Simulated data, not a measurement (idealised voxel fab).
The following is a process module called voxel self aligned contacts.
Square cells of 5 nm make up the cross-section cut, whose width is 145 nm.
Cross-section, as written here: a square-cell grid given band by band from the top down, where a band holds one or more rows of cells.
The band entry comprises the height of the band's top followed by the height of its bottom, expressed in nm, and subsequently the band's materials from left to right, each stated together with its width in nm. Where a single material is marked with the word "everywhere", that material fills the band from edge to edge. The word "blank" represents empty space.
Height datum 0, below which the as-received substrate wafer is one material. Lowest band open at the bottom, running downward: "0 nm and below".
With a width like "30 to 40", each row of cells in the band differs from the next by the same amount, the top row carrying the first number and the bottom row the second.
When a step is marked "no modification", none of the cells in the cross-section changed during that step.
Closed-off voids of 8+ cells (no open route to the top) go in "Sealed internal voids", written width x height at distance from the left edge, in nm.
Note: text after step settings on the step line = simulator remark on that step.
overlay nm: step with mask; distance mask lay right of planned place; negative value = left of planned place.
These are the steps we planned for the process
1. RECEIVE, material Si
2. CONFORMAL_DEP, material SiO2, thk nm 5
3. DIRECTIONAL_DEP, material polySi, thk nm 30
4. DIRECTIONAL_DEP, material SiN, thk nm 20
5. MASKED_ETCH, tone cover, mask id GATE, width nm 25, pitch nm 60, etch materials SiN, depth nm 20, overlay nm 0
6. MASKED_ETCH, tone cover, mask id GATE, width nm 25, pitch nm 60, etch materials polySi, depth nm 30, overlay nm 0
7. CONFORMAL_DEP, material SiN, thk nm 5
8. DIRECTIONAL_ETCH, etch materials SiN, depth nm 5
9. FILL_DEP, material SiO2, thk nm 20
10. CMP, height nm 65
11. DIRECTIONAL_DEP, material aC, thk nm 15
12. PATTERN, tone open, mask id CONTACT, material resist, width nm 35, thk nm 30, overlay nm 0
13. DIRECTIONAL_ETCH, etch materials aC, depth nm 15
14. STRIP, etch materials resist
15. DIRECTIONAL_ETCH, etch materials SiO2, depth nm 65
16. STRIP, etch materials aC
17. CONFORMAL_DEP, material TiN, thk nm 5
18. FILL_DEP, material Ru, thk nm 5
19. CMP, height nm 65
20. CONFORMAL_DEP, material SiN, thk nm 5
For clarity, it should be stated that the wafers under discussion commence in an identical condition and differ with respect to the width nm of step 12, the plan indicating the value that the first wafer had.
Sectional view: first of several wafers, as received, after step 1
    0 nm and below | Si everywhere
    Sealed internal voids: none
Cross-section, first of several wafers, end of module, after last step 20
    70 nm to 65 nm | SiN everywhere
    65 nm to 55 nm | SiO2: 55, then TiN: 5 to 10, then Ru: 25 to 15, then TiN: 5 to 10, then SiO2: 55
    55 nm to 35 nm | SiO2: 25, then SiN: 35, then TiN: 5, then Ru: 15, then TiN: 5, then SiN: 35, then SiO2: 25
    35 nm to 5 nm | SiO2: 25, then SiN: 5, then polySi: 25, then SiN: 5, then TiN: 5, then Ru: 15, then TiN: 5, then SiN: 5, then polySi: 25, then SiN: 5, then SiO2: 25
    5 nm to 0 nm | SiO2: 60, then TiN: 25, then SiO2: 60
    0 nm and below | Si everywhere
    Sealed internal voids: none
Sectional view of the last wafer upon completion of the module
    70 nm to 65 nm | SiN everywhere
    65 nm to 55 nm | SiO2: 45, then TiN: 5 to 20, then Ru: 50 to 15, then TiN: 5 to 25, then SiO2: 40
    55 nm to 35 nm | SiO2: 25, then SiN: 35, then TiN: 5, then Ru: 15, then TiN: 5, then SiN: 35, then SiO2: 25
    35 nm to 5 nm | SiO2: 25, then SiN: 5, then polySi: 25, then SiN: 5, then TiN: 5, then Ru: 15, then TiN: 5, then SiN: 5, then polySi: 25, then SiN: 5, then SiO2: 25
    5 nm to 0 nm | SiO2: 60, then TiN: 25, then SiO2: 60
    0 nm and below | Si everywhere
    Sealed internal voids: none
Take any row and you have a wafer at the end of the module: how many cells of each material it has gained (+) or lost (-) since it was received, and then its closed voids
width nm 35; +38 Ru; +109 SiN; +168 SiO2; +31 TiN; +60 polySi; Sealed internal voids: none
width nm 40; +39 Ru; +109 SiN; +166 SiO2; +32 TiN; +60 polySi; Sealed internal voids: none
width nm 45; +40 Ru; +109 SiN; +164 SiO2; +33 TiN; +60 polySi; Sealed internal voids: none
width nm 50; +41 Ru; +109 SiN; +162 SiO2; +34 TiN; +60 polySi; Sealed internal voids: none
width nm 55; +42 Ru; +109 SiN; +160 SiO2; +35 TiN; +60 polySi; Sealed internal voids: none
width nm 60; +43 Ru; +109 SiN; +158 SiO2; +36 TiN; +60 polySi; Sealed internal voids: none
